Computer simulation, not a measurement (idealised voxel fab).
Title: Process Module voxel transistor to metal
The figure presents cross-section cut, which has a width of 300 nm and is divided into square cells with an edge length of 5 nm.
When this document writes out a cross-section, it uses a grid of square cells and lists it as bands, beginning at the top and moving down, with a band standing for one or more rows of cells.
The band entry comprises the height of the band's top followed by the height of its bottom, expressed in nm, and subsequently the band's materials from left to right, each stated together with its width in nm. Where a single material is marked with the word "full width", that material fills the band from edge to edge. The word "air" represents empty space.
Heights are expressed relative to 0, this being the level below which the as-received wafer comprises one material exclusively. The lowest band is unbounded in the downward direction and is denoted as in "top 0, no bottom".
Think of "30 to 40" as a width that walks from the first number to the second as you go down the band, top row to bottom row, taking equal-sized steps from row to row.
Step note "nothing changed" = no cross-section cell changed.
"Unvented voids" contains a list of empty spaces, each no smaller than 8 cells and without an open way to the top, written in the form width x height at distance with the distance from the left edge and all three in nm.
The remark found on a step's line after its settings is issued by the simulator itself and pertains to that step.
What "overlay nm" on a step's line means: if the step has a mask, that mask lay this far to the right of its planned place, or, when the value is negative, to the left.
Below is the list of planned process steps:
step 1: RECEIVE, material Si
step 2: OXIDIZE, depth nm 5
step 3: CONFORMAL_DEP, material SiN, thk nm 15
step 4: MASKED_ETCH, tone cover, mask id ACTIVE, width nm 105, pitch nm 125, etch materials SiN, depth nm 15, overlay nm 0
step 5: MASKED_ETCH, tone cover, mask id ACTIVE, width nm 105, pitch nm 125, etch materials SiO2, depth nm 5, overlay nm 0
step 6: MASKED_ETCH, tone cover, mask id ACTIVE, width nm 105, pitch nm 125, etch materials Si, depth nm 35, overlay nm 0
step 7: FILL_DEP, material SiO2, thk nm 5
step 8: CMP, height nm 15
step 9: SELECTIVE_ETCH, etch materials SiO2, depth nm 15
step 10: STRIP, etch materials SiN
step 11: SELECTIVE_ETCH, etch materials SiO2, depth nm 5
step 12: OXIDIZE, depth nm 5
step 13: DIRECTIONAL_DEP, material polySi, thk nm 20
step 14: DIRECTIONAL_DEP, material SiCN, thk nm 15
step 15: MASKED_ETCH, tone cover, mask id GATE, width nm 25, pitch nm 125, etch materials SiCN, depth nm 25, overlay nm 0
step 16: MASKED_ETCH, tone cover, mask id GATE, width nm 25, pitch nm 125, etch materials polySi, depth nm 30, overlay nm 0
step 17: CONFORMAL_DEP, material SiN, thk nm 10
step 18: DIRECTIONAL_ETCH, etch materials SiN, depth nm 10
step 19: DIRECTIONAL_ETCH, etch materials SiO2, depth nm 5
step 20: DIRECTIONAL_ETCH, etch materials Si, depth nm 15
step 21: EPI, material pSi, thk nm 20
step 22: FILL_DEP, material SiO2, thk nm 10
step 23: CMP, height nm 30
step 24: DIRECTIONAL_DEP, material SiO2, thk nm 15
step 25: PATTERN, tone open, mask id CONTACT, material resist, width nm 15, thk nm 15, overlay nm 0
step 26: DIRECTIONAL_ETCH, etch materials SiO2, depth nm 35
step 27: STRIP, etch materials resist
step 28: CONFORMAL_DEP, material TiN, thk nm 5
step 29: FILL_DEP, material Ru, thk nm 10
step 30: CMP, height nm 45
step 31: CONFORMAL_DEP, material SiCN, thk nm 5
step 32: DIRECTIONAL_DEP, material lowk, thk nm 20
step 33: DIRECTIONAL_DEP, material aC, thk nm 10
step 34: PATTERN, tone open, mask id METAL_1, material resist, width nm 15, thk nm 25, overlay nm 0
step 35: DIRECTIONAL_ETCH, etch materials aC, depth nm 10
step 36: STRIP, etch materials resist
step 37: DIRECTIONAL_ETCH, etch materials lowk, depth nm 20
step 38: DIRECTIONAL_ETCH, etch materials SiCN, depth nm 5
step 39: STRIP, etch materials aC
step 40: CONFORMAL_DEP, material TiN, thk nm 5
step 41: FILL_DEP, material W, thk nm 10
step 42: CMP, height nm 70
step 43: CONFORMAL_DEP, material SiN, thk nm 5
as received, after step 1:
	top 0, no bottom | Si full width
	Unvented voids: none
Post-module cross-section of the first of two wafers (run per plan):
	top 75, bottom 70 | SiN full width
	top 70, bottom 50 | 45 nm lowk / 5 nm TiN / 5 nm W / 5 nm TiN / 55 nm lowk / 5 nm TiN / 5 nm W / 5 nm TiN / 40 nm lowk / 5 nm TiN / 5 nm W / 5 nm TiN / 55 nm lowk / 5 nm TiN / 5 nm W / 5 nm TiN / 45 nm lowk
	top 50, bottom 45 | 45 nm SiCN / 15 nm TiN / 55 nm SiCN / 15 nm TiN / 40 nm SiCN / 15 nm TiN / 55 nm SiCN / 15 nm TiN / 45 nm SiCN
	top 45, bottom 30 | 45 nm SiO2 / 5 nm TiN / 5 nm Ru / 5 nm TiN / 55 nm SiO2 / 5 nm TiN / 5 nm Ru / 5 nm TiN / 40 nm SiO2 / 5 nm TiN / 5 nm Ru / 5 nm TiN / 55 nm SiO2 / 5 nm TiN / 5 nm Ru / 5 nm TiN / 45 nm SiO2
	top 30, bottom 15 | 45 nm SiO2 / 5 nm TiN / 5 nm Ru / 5 nm TiN / 5 nm SiO2 / 10 nm SiN / 25 nm SiCN / 10 nm SiN / 5 nm SiO2 / 5 nm TiN / 5 nm Ru / 5 nm TiN / 40 nm SiO2 / 5 nm TiN / 5 nm Ru / 5 nm TiN / 5 nm SiO2 / 10 nm SiN / 25 nm SiCN / 10 nm SiN / 5 nm SiO2 / 5 nm TiN / 5 nm Ru / 5 nm TiN / 45 nm SiO2
	top 15, bottom 10 | 45 nm SiO2 / 15 nm TiN / 5 nm SiO2 / 10 nm SiN / 25 nm polySi / 10 nm SiN / 5 nm SiO2 / 15 nm TiN / 40 nm SiO2 / 15 nm TiN / 5 nm SiO2 / 10 nm SiN / 25 nm polySi / 10 nm SiN / 5 nm SiO2 / 15 nm TiN / 45 nm SiO2
	top 10, bottom -5 | 45 nm SiO2 / 20 nm pSi / 10 nm SiN / 25 nm polySi / 10 nm SiN / 20 nm pSi / 40 nm SiO2 / 20 nm pSi / 10 nm SiN / 25 nm polySi / 10 nm SiN / 20 nm pSi / 45 nm SiO2
	top -5, bottom -10 | 30 nm SiO2 / 35 nm pSi / 45 nm SiO2 / 35 nm pSi / 10 nm SiO2 / 35 nm pSi / 45 nm SiO2 / 35 nm pSi / 30 nm SiO2
	top -10, bottom -25 | 35 nm SiO2 / 30 nm pSi / 45 nm Si / 30 nm pSi / 20 nm SiO2 / 30 nm pSi / 45 nm Si / 30 nm pSi / 35 nm SiO2
	top -25, bottom -40 | 35 nm SiO2 / 105 nm Si / 20 nm SiO2 / 105 nm Si / 35 nm SiO2
	top -40, no bottom | Si full width
	Unvented voids: none
End-of-module cross-section of the second wafer: identical starting point and process plan to the first, with one processing mistake:
	top 75, bottom 70 | SiN full width
	top 70, bottom 50 | 45 nm lowk / 5 nm TiN / 5 nm W / 5 nm TiN / 55 nm lowk / 5 nm TiN / 5 nm W / 5 nm TiN / 40 nm lowk / 5 nm TiN / 5 nm W / 5 nm TiN / 55 nm lowk / 5 nm TiN / 5 nm W / 5 nm TiN / 45 nm lowk
	top 50, bottom 45 | 45 nm SiCN / 15 nm TiN / 55 nm SiCN / 15 nm TiN / 40 nm SiCN / 15 nm TiN / 55 nm SiCN / 15 nm TiN / 45 nm SiCN
	top 45, bottom 30 | 45 nm SiO2 / 5 nm TiN / 5 nm Ru / 5 nm TiN / 55 nm SiO2 / 5 nm TiN / 5 nm Ru / 5 nm TiN / 40 nm SiO2 / 5 nm TiN / 5 nm Ru / 5 nm TiN / 55 nm SiO2 / 5 nm TiN / 5 nm Ru / 5 nm TiN / 45 nm SiO2
	top 30, bottom 15 | 45 nm SiO2 / 5 nm TiN / 5 nm Ru / 5 nm TiN / 10 nm SiO2 / 10 nm SiN / 25 nm SiCN / 10 nm SiN / 5 nm TiN / 5 nm Ru / 5 nm TiN / 40 nm SiO2 / 5 nm TiN / 5 nm Ru / 5 nm TiN / 10 nm SiO2 / 10 nm SiN / 25 nm SiCN / 10 nm SiN / 5 nm TiN / 5 nm Ru / 5 nm TiN / 45 nm SiO2
	top 15, bottom 10 | 45 nm SiO2 / 15 nm TiN / 5 nm SiO2 / 10 nm SiN / 30 nm polySi / 10 nm SiN / 15 nm TiN / 40 nm SiO2 / 15 nm TiN / 5 nm SiO2 / 10 nm SiN / 30 nm polySi / 10 nm SiN / 15 nm TiN / 45 nm SiO2
	top 10, bottom -5 | 45 nm SiO2 / 20 nm pSi / 10 nm SiN / 30 nm polySi / 10 nm SiN / 20 nm pSi / 35 nm SiO2 / 20 nm pSi / 10 nm SiN / 30 nm polySi / 10 nm SiN / 20 nm pSi / 40 nm SiO2
	top -5, bottom -10 | 30 nm SiO2 / 35 nm pSi / 50 nm SiO2 / 30 nm pSi / 10 nm SiO2 / 35 nm pSi / 50 nm SiO2 / 30 nm pSi / 30 nm SiO2
	top -10, bottom -25 | 35 nm SiO2 / 30 nm pSi / 50 nm Si / 25 nm pSi / 20 nm SiO2 / 30 nm pSi / 50 nm Si / 25 nm pSi / 35 nm SiO2
	top -25, bottom -40 | 35 nm SiO2 / 105 nm Si / 20 nm SiO2 / 105 nm Si / 35 nm SiO2
	top -40, no bottom | Si full width
	Unvented voids: none
What went wrong in running the wafer? in deviation from the planned setting, step 15 was conducted as MASKED_ETCH, tone cover, mask id GATE, width nm 25, pitch nm 125, etch materials SiCN, depth nm 25, overlay nm 5
The second wafer ends with more or fewer cells of some materials than the first, per final count: Si +6 | SiO2 -6 | pSi -8 | polySi +8
